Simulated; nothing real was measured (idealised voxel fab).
A process module follows: voxel wiring stack.
Section shown: cut. Width: 160 nm. Cell size: 5 nm, square.
Just so we're on the same page, the cross-sections are grids of square cells, and they're listed out in bands top to bottom, each band one or more rows deep. Read a band's entry like this: the first values are the height of its top and the height of its bottom in nm, and what follows is the sequence of materials from left to right, each with its width in nm. Note that "blank" is empty space, and that a single material marked "edge to edge" reaches across the band from edge to edge. Note: height 0 marks the level under which the wafer is uniformly one material as received. Lowest band unbounded below, written "0 nm and below". The two numbers in a width such as "30 to 40" mark its ends across the band: the first belongs to the top row of cells, the second to the bottom row, and from each row to the next the width moves by the same amount. "no alteration" (step): cross-section cells unchanged, all of them. What "Unvented voids" gives you is every empty space of 8 cells or more that is cut off from the top. Each appears as width x height at distance, with the distance taken from the left edge and width, height and distance all in nm. Anything after a step's settings on that line? It's the simulator's own note about the step. Among the settings permitted on a step's line is "overlay nm"; applied to a step with a mask, it specifies the extent to which the mask lay to the right of its planned position, whereas a negative figure signifies a position to the left.

### The steps planned for the process are as follows
- 1: op RECEIVE | material Si
- 2: op CONFORMAL_DEP | material SiO2 | thk nm 15
- 3: op CONFORMAL_DEP | material SiCN | thk nm 5
- 4: op DIRECTIONAL_DEP | material lowk | thk nm 20
- 5: op DIRECTIONAL_DEP | material aC | thk nm 15
- 6: op PATTERN | tone open | mask id METAL_1 | material resist | width nm 25 | pitch nm 45 | thk nm 30 | overlay nm 0
- 7: op DIRECTIONAL_ETCH | etch materials aC | depth nm 15
- 8: op STRIP | etch materials resist
- 9: op DIRECTIONAL_ETCH | etch materials lowk | depth nm 20
- 10: op DIRECTIONAL_ETCH | etch materials SiCN | depth nm 5
- 11: op STRIP | etch materials aC
- 12: op CONFORMAL_DEP | material TiN | thk nm 5
- 13: op FILL_DEP | material Cu | thk nm 5
- 14: op CMP | height nm 40
- 15: op CONFORMAL_DEP | material SiCN | thk nm 5
- 16: op DIRECTIONAL_DEP | material lowk | thk nm 15
- 17: op MASKED_ETCH | tone open | mask id PLUG_1 | width nm 15 | pitch nm 45 | etch materials lowk | depth nm 15 | overlay nm 0
- 18: op MASKED_ETCH | tone open | mask id PLUG_1 | width nm 15 | pitch nm 45 | etch materials SiCN | depth nm 5 | overlay nm -15
- 19: op EPI | material Ru | thk nm 10
- 20: op EPI | material Ru | thk nm 10
- 21: op CONFORMAL_DEP | material SiCN | thk nm 5
- 22: op DIRECTIONAL_DEP | material SiO2 | thk nm 20
- 23: op PATTERN | tone open | mask id METAL_2 | material resist | width nm 25 | pitch nm 45 | thk nm 15 | overlay nm 0
- 24: op DIRECTIONAL_ETCH | etch materials SiO2 | depth nm 20
- 25: op DIRECTIONAL_ETCH | etch materials SiCN | depth nm 5
- 26: op STRIP | etch materials resist
- 27: op CONFORMAL_DEP | material TiN | thk nm 5
- 28: op FILL_DEP | material W | thk nm 10
- 29: op CMP | height nm 85
- 30: op CONFORMAL_DEP | material SiCN | thk nm 5
- 31: op DIRECTIONAL_DEP | material SiO2 | thk nm 35
- 32: op PATTERN | tone open | mask id METAL_3_HOLES | material resist | width nm 15 | pitch nm 45 | thk nm 20 | overlay nm 0
- 33: op DIRECTIONAL_ETCH | etch materials SiO2 | depth nm 35
- 34: op STRIP | etch materials resist
- 35: op DIRECTIONAL_DEP | material aC | thk nm 10
- 36: op PATTERN | tone open | mask id METAL_3 | material resist | width nm 25 | pitch nm 45 | thk nm 30 | overlay nm 0
- 37: op DIRECTIONAL_ETCH | etch materials aC | depth nm 10
- 38: op STRIP | etch materials resist
- 39: op DIRECTIONAL_ETCH | etch materials SiO2 | depth nm 20
- 40: op DIRECTIONAL_ETCH | etch materials SiCN | depth nm 5
- 41: op STRIP | etch materials aC
- 42: op CONFORMAL_DEP | material TiN | thk nm 5
- 43: op FILL_DEP | material Cu | thk nm 10
- 44: op CMP | height nm 125
- 45: op CONFORMAL_DEP | material SiCN | thk nm 5
- 46: op DIRECTIONAL_DEP | material SiO2 | thk nm 10
- 47: op PATTERN | tone open | mask id PLUG_3 | material resist | width nm 15 | pitch nm 45 | thk nm 15 | overlay nm 0
- 48: op DIRECTIONAL_ETCH | etch materials SiO2 | depth nm 10
- 49: op DIRECTIONAL_ETCH | etch materials SiCN | depth nm 5
- 50: op STRIP | etch materials resist
- 51: op EPI | material Ru | thk nm 10
- 52: op EPI | material Ru | thk nm 5
- 53: op DIRECTIONAL_DEP | material TiN | thk nm 5
- 54: op DIRECTIONAL_DEP | material Ru | thk nm 20
- 55: op PATTERN | tone cover | mask id METAL_4 | material resist | width nm 25 | pitch nm 45 | thk nm 15 | overlay nm 0
- 56: op DIRECTIONAL_ETCH | etch materials Ru | depth nm 20
- 57: op DIRECTIONAL_ETCH | etch materials TiN | depth nm 5
- 58: op STRIP | etch materials resist
- 59: op CONFORMAL_DEP | material SiN | thk nm 5
- 60: op FILL_DEP | material lowk | thk nm 10
- 61: op CMP | height nm 165
- 62: op CONFORMAL_DEP | material SiCN | thk nm 5
Every wafer here starts from the same state; it is the step 18 overlay nm that distinguishes them, and the value the plan gives belongs to the first wafer.

### The first of several wafers as received, shown in cross-section; this is its state after step 1
	0 nm and below: Si edge to edge
	Unvented voids: none

### Table: wafers, a row each; end-of-module cell change per material since receipt, gain (+), loss (-); then closed voids
overlay nm -15 | +50 Cu | +58 Ru | +172 SiCN | +38 SiN | +402 SiO2 | +106 TiN | +24 W | +238 lowk | Unvented voids: none
overlay nm -10 | +50 Cu | +78 Ru | +158 SiCN | +38 SiN | +402 SiO2 | +100 TiN | +24 W | +238 lowk | Unvented voids: none
overlay nm -5 | +50 Cu | +80 Ru | +156 SiCN | +38 SiN | +402 SiO2 | +100 TiN | +24 W | +238 lowk | Unvented voids: none
overlay nm 0 | +50 Cu | +82 Ru | +154 SiCN | +38 SiN | +402 SiO2 | +100 TiN | +24 W | +238 lowk | Unvented voids: none
overlay nm 5 | +50 Cu | +80 Ru | +156 SiCN | +38 SiN | +402 SiO2 | +100 TiN | +24 W | +238 lowk | Unvented voids: none
overlay nm 10 | +50 Cu | +78 Ru | +158 SiCN | +38 SiN | +402 SiO2 | +100 TiN | +24 W | +238 lowk | Unvented voids: none
overlay nm 15 | +50 Cu | +58 Ru | +172 SiCN | +38 SiN | +402 SiO2 | +106 TiN | +24 W | +238 lowk | Unvented voids: none
